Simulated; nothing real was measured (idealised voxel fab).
Proc. module: voxel wiring stack
Square cell edge 5 nm, section width 240 nm, ID cut.
Cross-section layout: square cells on a grid; listed as bands, top to bottom; a band spans one or more cell rows. Read a band's entry like this: the first values are the height of its top and the height of its bottom in nm, and what follows is the sequence of materials from left to right, each with its width in nm. Note that "blank" is empty space, and that a single material marked "edge to edge" reaches across the band from edge to edge. Basically, 0 is our baseline, since under it the wafer straight out of the box is all one material. The bottom band has no lower end and keeps on going down, so it looks like "0 -> down". Width "30..40": first value at the band's top row of cells, second value at its bottom row, equal change from row to row. "changes: none" after a step means that no cell of the cross-section changed. "Enclosed void listing" specifies each empty space that is not open to the top and that occupies no fewer than 8 cells, using the form width x height at distance, the distance measured from the left edge and all three quantities in nm. Where a step's line continues beyond its settings, the continuation is a remark by the simulator itself on that step. The "overlay nm" setting may appear on a step's line; for a step that uses a mask, it gives how far to the right of its planned position the mask lay, and a negative value indicates the left.
## Process steps foreseen in the plan
1) RECEIVE: material Si
2) CONFORMAL_DEP: material SiO2, thk nm 10
3) DIRECTIONAL_DEP: material TiN, thk nm 5
4) DIRECTIONAL_DEP: material W, thk nm 25
5) DIRECTIONAL_DEP: material aC, thk nm 15
6) PATTERN: tone cover, mask id METAL_1, material resist, width nm 25, pitch nm 40, thk nm 30, overlay nm 0
7) DIRECTIONAL_ETCH: etch materials aC, depth nm 15
8) STRIP: etch materials resist
9) DIRECTIONAL_ETCH: etch materials W, depth nm 25
10) DIRECTIONAL_ETCH: etch materials TiN, depth nm 5
11) STRIP: etch materials aC
12) CONFORMAL_DEP: material SiCN, thk nm 5
13) FILL_DEP: material lowk, thk nm 5
14) CMP: height nm 40
15) CONFORMAL_DEP: material SiCN, thk nm 5
16) DIRECTIONAL_DEP: material SiO2, thk nm 20
17) MASKED_ETCH: tone open, mask id PLUG_1, width nm 15, pitch nm 80, etch materials SiO2, depth nm 20, overlay nm 0
18) MASKED_ETCH: tone open, mask id PLUG_1, width nm 15, pitch nm 80, etch materials SiCN, depth nm 5, overlay nm 0
19) EPI: material Ru, thk nm 10
20) EPI: material Ru, thk nm 10
21) EPI: material Ru, thk nm 5
22) CONFORMAL_DEP: material SiN, thk nm 5
23) DIRECTIONAL_DEP: material lowk, thk nm 20
24) DIRECTIONAL_DEP: material aC, thk nm 15
25) PATTERN: tone open, mask id METAL_2, material resist, width nm 25, pitch nm 40, thk nm 35, overlay nm 0
26) DIRECTIONAL_ETCH: etch materials aC, depth nm 15
27) STRIP: etch materials resist
28) DIRECTIONAL_ETCH: etch materials lowk, depth nm 20
29) DIRECTIONAL_ETCH: etch materials SiN, depth nm 5
30) STRIP: etch materials aC
31) CONFORMAL_DEP: material TiN, thk nm 5
32) FILL_DEP: material Cu, thk nm 10
33) CMP: height nm 90
34) EPI: material Ru, thk nm 5
35) FILL_DEP: material SiCN, thk nm 5
## Below: the first of two wafers, run as planned
## Incoming wafer in cross-section (state: after step 1)
- 0 -> down: Si edge to edge
- Enclosed void listing: none
## Take a look at the wafer's cross-section after step 2
- 10 -> 0: SiO2 edge to edge
- below 0: unchanged
## Take a look at the wafer's cross-section after step 3
- 15 -> 10: TiN edge to edge
- below 10: unchanged
## Take a look at the wafer's cross-section after step 4
- 40 -> 15: W edge to edge
- below 15: unchanged
## Take a look at the wafer's cross-section after step 5
- 55 -> 40: aC edge to edge
- below 40: unchanged
## Take a look at the wafer's cross-section after step 6
- 85 -> 55: 45 nm blank, 25 nm resist, 15 nm blank, 25 nm resist, 15 nm blank, 25 nm resist, 15 nm blank, 25 nm resist, 50 nm blank
- below 55: unchanged
## Take a look at the wafer's cross-section after step 7
- 70 -> 55: 45 nm blank, 25 nm resist, 15 nm blank, 25 nm resist, 15 nm blank, 25 nm resist, 15 nm blank, 25 nm resist, 50 nm blank
- 55 -> 40: 45 nm blank, 25 nm aC, 15 nm blank, 25 nm aC, 15 nm blank, 25 nm aC, 15 nm blank, 25 nm aC, 50 nm blank
- below 40: unchanged
## Take a look at the wafer's cross-section after step 8
- 55 -> 40: 45 nm blank, 25 nm aC, 15 nm blank, 25 nm aC, 15 nm blank, 25 nm aC, 15 nm blank, 25 nm aC, 50 nm blank
- below 40: unchanged
## Take a look at the wafer's cross-section after step 9
- 55 -> 40: 45 nm blank, 25 nm aC, 15 nm blank, 25 nm aC, 15 nm blank, 25 nm aC, 15 nm blank, 25 nm aC, 50 nm blank
- 40 -> 15: 45 nm blank, 25 nm W, 15 nm blank, 25 nm W, 15 nm blank, 25 nm W, 15 nm blank, 25 nm W, 50 nm blank
- below 15: unchanged
## Take a look at the wafer's cross-section after step 10
- 55 -> 40: 45 nm blank, 25 nm aC, 15 nm blank, 25 nm aC, 15 nm blank, 25 nm aC, 15 nm blank, 25 nm aC, 50 nm blank
- 40 -> 15: 45 nm blank, 25 nm W, 15 nm blank, 25 nm W, 15 nm blank, 25 nm W, 15 nm blank, 25 nm W, 50 nm blank
- 15 -> 10: 45 nm blank, 25 nm TiN, 15 nm blank, 25 nm TiN, 15 nm blank, 25 nm TiN, 15 nm blank, 25 nm TiN, 50 nm blank
- below 10: unchanged
## Take a look at the wafer's cross-section after step 11
- 40 -> 15: 45 nm blank, 25 nm W, 15 nm blank, 25 nm W, 15 nm blank, 25 nm W, 15 nm blank, 25 nm W, 50 nm blank
- below 15: unchanged
## Take a look at the wafer's cross-section after step 12
- 45 -> 40: 40 nm blank, 35 nm SiCN, 5 nm blank, 35 nm SiCN, 5 nm blank, 35 nm SiCN, 5 nm blank, 35 nm SiCN, 45 nm blank
- 40 -> 15: 40 nm blank, 5 nm SiCN, 25 nm W, 5 nm SiCN, 5 nm blank, 5 nm SiCN, 25 nm W, 5 nm SiCN, 5 nm blank, 5 nm SiCN, 25 nm W, 5 nm SiCN, 5 nm blank, 5 nm SiCN, 25 nm W, 5 nm SiCN, 45 nm blank
- 15 -> 10: 45 nm SiCN, 25 nm TiN, 15 nm SiCN, 25 nm TiN, 15 nm SiCN, 25 nm TiN, 15 nm SiCN, 25 nm TiN, 50 nm SiCN
- below 10: unchanged
## Take a look at the wafer's cross-section after step 13
- 50 -> 45: lowk edge to edge
- 45 -> 40: 40 nm lowk, 35 nm SiCN, 5 nm lowk, 35 nm SiCN, 5 nm lowk, 35 nm SiCN, 5 nm lowk, 35 nm SiCN, 45 nm lowk
- 40 -> 15: 40 nm lowk, 5 nm SiCN, 25 nm W, 5 nm SiCN, 5 nm lowk, 5 nm SiCN, 25 nm W, 5 nm SiCN, 5 nm lowk, 5 nm SiCN, 25 nm W, 5 nm SiCN, 5 nm lowk, 5 nm SiCN, 25 nm W, 5 nm SiCN, 45 nm lowk
- below 15: unchanged
## Take a look at the wafer's cross-section after step 14
- 40 -> 15: 40 nm lowk, 5 nm SiCN, 25 nm W, 5 nm SiCN, 5 nm lowk, 5 nm SiCN, 25 nm W, 5 nm SiCN, 5 nm lowk, 5 nm SiCN, 25 nm W, 5 nm SiCN, 5 nm lowk, 5 nm SiCN, 25 nm W, 5 nm SiCN, 45 nm lowk
- below 15: unchanged
## Take a look at the wafer's cross-section after step 15
- 45 -> 40: SiCN edge to edge
- below 40: unchanged
## Take a look at the wafer's cross-section after step 16
- 65 -> 45: SiO2 edge to edge
- below 45: unchanged
## Take a look at the wafer's cross-section after step 17
- 65 -> 45: 45 nm SiO2, 15 nm blank, 65 nm SiO2, 15 nm blank, 100 nm SiO2
- below 45: unchanged
## Take a look at the wafer's cross-section after step 18
- 65 -> 45: 45 nm SiO2, 15 nm blank, 65 nm SiO2, 15 nm blank, 100 nm SiO2
- 45 -> 40: 45 nm SiCN, 15 nm blank, 65 nm SiCN, 15 nm blank, 100 nm SiCN
- below 40: unchanged
## Take a look at the wafer's cross-section after step 19
- 65 -> 50: 45 nm SiO2, 15 nm blank, 65 nm SiO2, 15 nm blank, 100 nm SiO2
- 50 -> 45: 45 nm SiO2, 15 nm Ru, 65 nm SiO2, 15 nm Ru, 100 nm SiO2
- 45 -> 40: 45 nm SiCN, 15 nm Ru, 65 nm SiCN, 15 nm Ru, 100 nm SiCN
- below 40: unchanged
## Take a look at the wafer's cross-section after step 20
- 65 -> 60: 45 nm SiO2, 15 nm blank, 65 nm SiO2, 15 nm blank, 100 nm SiO2
- 60 -> 45: 45 nm SiO2, 15 nm Ru, 65 nm SiO2, 15 nm Ru, 100 nm SiO2
- below 45: unchanged
## Take a look at the wafer's cross-section after step 21
- 65 -> 45: 45 nm SiO2, 15 nm Ru, 65 nm SiO2, 15 nm Ru, 100 nm SiO2
- below 45: unchanged
## Take a look at the wafer's cross-section after step 22
- 70 -> 65: SiN edge to edge
- below 65: unchanged
## Take a look at the wafer's cross-section after step 23
- 90 -> 70: lowk edge to edge
- below 70: unchanged
## Take a look at the wafer's cross-section after step 24
- 105 -> 90: aC edge to edge
- below 90: unchanged
## Take a look at the wafer's cross-section after step 25
- 140 -> 105: 45 nm resist, 25 nm blank, 15 nm resist, 25 nm blank, 15 nm resist, 25 nm blank, 15 nm resist, 25 nm blank, 50 nm resist
- below 105: unchanged
## Take a look at the wafer's cross-section after step 26
- 125 -> 105: 45 nm resist, 25 nm blank, 15 nm resist, 25 nm blank, 15 nm resist, 25 nm blank, 15 nm resist, 25 nm blank, 50 nm resist
- 105 -> 90: 45 nm aC, 25 nm blank, 15 nm aC, 25 nm blank, 15 nm aC, 25 nm blank, 15 nm aC, 25 nm blank, 50 nm aC
- below 90: unchanged
## Take a look at the wafer's cross-section after step 27
- 105 -> 90: 45 nm aC, 25 nm blank, 15 nm aC, 25 nm blank, 15 nm aC, 25 nm blank, 15 nm aC, 25 nm blank, 50 nm aC
- below 90: unchanged
## Take a look at the wafer's cross-section after step 28
- 105 -> 90: 45 nm aC, 25 nm blank, 15 nm aC, 25 nm blank, 15 nm aC, 25 nm blank, 15 nm aC, 25 nm blank, 50 nm aC
- 90 -> 70: 45 nm lowk, 25 nm blank, 15 nm lowk, 25 nm blank, 15 nm lowk, 25 nm blank, 15 nm lowk, 25 nm blank, 50 nm lowk
- below 70: unchanged
## Take a look at the wafer's cross-section after step 29
- 105 -> 90: 45 nm aC, 25 nm blank, 15 nm aC, 25 nm blank, 15 nm aC, 25 nm blank, 15 nm aC, 25 nm blank, 50 nm aC
- 90 -> 70: 45 nm lowk, 25 nm blank, 15 nm lowk, 25 nm blank, 15 nm lowk, 25 nm blank, 15 nm lowk, 25 nm blank, 50 nm lowk
- 70 -> 65: 45 nm SiN, 25 nm blank, 15 nm SiN, 25 nm blank, 15 nm SiN, 25 nm blank, 15 nm SiN, 25 nm blank, 50 nm SiN
- below 65: unchanged
## Take a look at the wafer's cross-section after step 30
- 90 -> 70: 45 nm lowk, 25 nm blank, 15 nm lowk, 25 nm blank, 15 nm lowk, 25 nm blank, 15 nm lowk, 25 nm blank, 50 nm lowk
- below 70: unchanged
## Take a look at the wafer's cross-section after step 31
- 95 -> 90: 50 nm TiN, 15 nm blank, 25 nm TiN, 15 nm blank, 25 nm TiN, 15 nm blank, 25 nm TiN, 15 nm blank, 55 nm TiN
- 90 -> 70: 45 nm lowk, 5 nm TiN, 15 nm blank, 5 nm TiN, 15 nm lowk, 5 nm TiN, 15 nm blank, 5 nm TiN, 15 nm lowk, 5 nm TiN, 15 nm blank, 5 nm TiN, 15 nm lowk, 5 nm TiN, 15 nm blank, 5 nm TiN, 50 nm lowk
- 70 -> 65: 45 nm SiN, 25 nm TiN, 15 nm SiN, 25 nm TiN, 15 nm SiN, 25 nm TiN, 15 nm SiN, 25 nm TiN, 50 nm SiN
- below 65: unchanged
## Take a look at the wafer's cross-section after step 32
- 105 -> 95: Cu edge to edge
- 95 -> 90: 50 nm TiN, 15 nm Cu, 25 nm TiN, 15 nm Cu, 25 nm TiN, 15 nm Cu, 25 nm TiN, 15 nm Cu, 55 nm TiN
- 90 -> 70: 45 nm lowk, 5 nm TiN, 15 nm Cu, 5 nm TiN, 15 nm lowk, 5 nm TiN, 15 nm Cu, 5 nm TiN, 15 nm lowk, 5 nm TiN, 15 nm Cu, 5 nm TiN, 15 nm lowk, 5 nm TiN, 15 nm Cu, 5 nm TiN, 50 nm lowk
- below 70: unchanged
## Take a look at the wafer's cross-section after step 33
- 90 -> 70: 45 nm lowk, 5 nm TiN, 15 nm Cu, 5 nm TiN, 15 nm lowk, 5 nm TiN, 15 nm Cu, 5 nm TiN, 15 nm lowk, 5 nm TiN, 15 nm Cu, 5 nm TiN, 15 nm lowk, 5 nm TiN, 15 nm Cu, 5 nm TiN, 50 nm lowk
- below 70: unchanged
## Take a look at the wafer's cross-section after step 34
- 95 -> 90: 40 nm blank, 35 nm Ru, 5 nm blank, 35 nm Ru, 5 nm blank, 35 nm Ru, 5 nm blank, 35 nm Ru, 45 nm blank
- below 90: unchanged
## Take a look at the wafer's cross-section after step 35
- 100 -> 95: SiCN edge to edge
- 95 -> 90: 40 nm SiCN, 35 nm Ru, 5 nm SiCN, 35 nm Ru, 5 nm SiCN, 35 nm Ru, 5 nm SiCN, 35 nm Ru, 45 nm SiCN
- below 90: unchanged
## Second wafer: same start and same plan as the first, one execution error; identical to the first through step 16
## The second wafer in cross-section, at the planned close of step 17
- 65 -> 45: 40 nm SiO2, 15 nm blank, 65 nm SiO2, 15 nm blank, 105 nm SiO2
- below 45: unchanged
## The second wafer in cross-section, at the planned close of step 18
- 65 -> 45: 40 nm SiO2, 15 nm blank, 65 nm SiO2, 15 nm blank, 105 nm SiO2
- 45 -> 40: 45 nm SiCN, 10 nm blank, 70 nm SiCN, 10 nm blank, 105 nm SiCN
- below 40: unchanged
## The second wafer in cross-section, at the planned close of step 19
- 65 -> 50: 40 nm SiO2, 15 nm blank, 65 nm SiO2, 15 nm blank, 105 nm SiO2
- 50 -> 45: 40 nm SiO2, 15 nm Ru, 65 nm SiO2, 15 nm Ru, 105 nm SiO2
- 45 -> 40: 45 nm SiCN, 10 nm Ru, 70 nm SiCN, 10 nm Ru, 105 nm SiCN
- below 40: unchanged
## The second wafer in cross-section, at the planned close of step 20
- 65 -> 60: 40 nm SiO2, 15 nm blank, 65 nm SiO2, 15 nm blank, 105 nm SiO2
- 60 -> 45: 40 nm SiO2, 15 nm Ru, 65 nm SiO2, 15 nm Ru, 105 nm SiO2
- below 45: unchanged
## The second wafer in cross-section, at the planned close of step 21
- 65 -> 45: 40 nm SiO2, 15 nm Ru, 65 nm SiO2, 15 nm Ru, 105 nm SiO2
- below 45: unchanged
## The second wafer in cross-section, at the planned close of step 22
- 70 -> 65: SiN edge to edge
- below 65: unchanged
## The second wafer in cross-section, at the planned close of step 23
- 90 -> 70: lowk edge to edge
- below 70: unchanged
## The second wafer in cross-section, at the planned close of step 24
- 105 -> 90: aC edge to edge
- below 90: unchanged
## The second wafer in cross-section, at the planned close of step 25
- 140 -> 105: 45 nm resist, 25 nm blank, 15 nm resist, 25 nm blank, 15 nm resist, 25 nm blank, 15 nm resist, 25 nm blank, 50 nm resist
- below 105: unchanged
## The second wafer in cross-section, at the planned close of step 26
- 125 -> 105: 45 nm resist, 25 nm blank, 15 nm resist, 25 nm blank, 15 nm resist, 25 nm blank, 15 nm resist, 25 nm blank, 50 nm resist
- 105 -> 90: 45 nm aC, 25 nm blank, 15 nm aC, 25 nm blank, 15 nm aC, 25 nm blank, 15 nm aC, 25 nm blank, 50 nm aC
- below 90: unchanged
## The second wafer in cross-section, at the planned close of step 27
- 105 -> 90: 45 nm aC, 25 nm blank, 15 nm aC, 25 nm blank, 15 nm aC, 25 nm blank, 15 nm aC, 25 nm blank, 50 nm aC
- below 90: unchanged
## The second wafer in cross-section, at the planned close of step 28
- 105 -> 90: 45 nm aC, 25 nm blank, 15 nm aC, 25 nm blank, 15 nm aC, 25 nm blank, 15 nm aC, 25 nm blank, 50 nm aC
- 90 -> 70: 45 nm lowk, 25 nm blank, 15 nm lowk, 25 nm blank, 15 nm lowk, 25 nm blank, 15 nm lowk, 25 nm blank, 50 nm lowk
- below 70: unchanged
## The second wafer in cross-section, at the planned close of step 29
- 105 -> 90: 45 nm aC, 25 nm blank, 15 nm aC, 25 nm blank, 15 nm aC, 25 nm blank, 15 nm aC, 25 nm blank, 50 nm aC
- 90 -> 70: 45 nm lowk, 25 nm blank, 15 nm lowk, 25 nm blank, 15 nm lowk, 25 nm blank, 15 nm lowk, 25 nm blank, 50 nm lowk
- 70 -> 65: 45 nm SiN, 25 nm blank, 15 nm SiN, 25 nm blank, 15 nm SiN, 25 nm blank, 15 nm SiN, 25 nm blank, 50 nm SiN
- below 65: unchanged
## The second wafer in cross-section, at the planned close of step 30
- 90 -> 70: 45 nm lowk, 25 nm blank, 15 nm lowk, 25 nm blank, 15 nm lowk, 25 nm blank, 15 nm lowk, 25 nm blank, 50 nm lowk
- below 70: unchanged
## The second wafer in cross-section, at the planned close of step 31
- 95 -> 90: 50 nm TiN, 15 nm blank, 25 nm TiN, 15 nm blank, 25 nm TiN, 15 nm blank, 25 nm TiN, 15 nm blank, 55 nm TiN
- 90 -> 70: 45 nm lowk, 5 nm TiN, 15 nm blank, 5 nm TiN, 15 nm lowk, 5 nm TiN, 15 nm blank, 5 nm TiN, 15 nm lowk, 5 nm TiN, 15 nm blank, 5 nm TiN, 15 nm lowk, 5 nm TiN, 15 nm blank, 5 nm TiN, 50 nm lowk
- 70 -> 65: 45 nm SiN, 25 nm TiN, 15 nm SiN, 25 nm TiN, 15 nm SiN, 25 nm TiN, 15 nm SiN, 25 nm TiN, 50 nm SiN
- below 65: unchanged
## The second wafer in cross-section, at the planned close of step 32
- 105 -> 95: Cu edge to edge
- 95 -> 90: 50 nm TiN, 15 nm Cu, 25 nm TiN, 15 nm Cu, 25 nm TiN, 15 nm Cu, 25 nm TiN, 15 nm Cu, 55 nm TiN
- 90 -> 70: 45 nm lowk, 5 nm TiN, 15 nm Cu, 5 nm TiN, 15 nm lowk, 5 nm TiN, 15 nm Cu, 5 nm TiN, 15 nm lowk, 5 nm TiN, 15 nm Cu, 5 nm TiN, 15 nm lowk, 5 nm TiN, 15 nm Cu, 5 nm TiN, 50 nm lowk
- below 70: unchanged
## The second wafer in cross-section, at the planned close of step 33
- 90 -> 70: 45 nm lowk, 5 nm TiN, 15 nm Cu, 5 nm TiN, 15 nm lowk, 5 nm TiN, 15 nm Cu, 5 nm TiN, 15 nm lowk, 5 nm TiN, 15 nm Cu, 5 nm TiN, 15 nm lowk, 5 nm TiN, 15 nm Cu, 5 nm TiN, 50 nm lowk
- below 70: unchanged
## The second wafer in cross-section, at the planned close of step 34
- 95 -> 90: 40 nm blank, 35 nm Ru, 5 nm blank, 35 nm Ru, 5 nm blank, 35 nm Ru, 5 nm blank, 35 nm Ru, 45 nm blank
- below 90: unchanged
## The second wafer in cross-section, at the planned close of step 35
- 100 -> 95: SiCN edge to edge
- 95 -> 90: 40 nm SiCN, 35 nm Ru, 5 nm SiCN, 35 nm Ru, 5 nm SiCN, 35 nm Ru, 5 nm SiCN, 35 nm Ru, 45 nm SiCN
- below 90: unchanged
Processing error: step 17 off recipe, ran as MASKED_ETCH: tone open, mask id PLUG_1, width nm 15, pitch nm 80, etch materials SiO2, depth nm 20, overlay nm -5
Final difference in cells, second wafer against first, listed per material as more or fewer: Ru -2 | SiCN +2
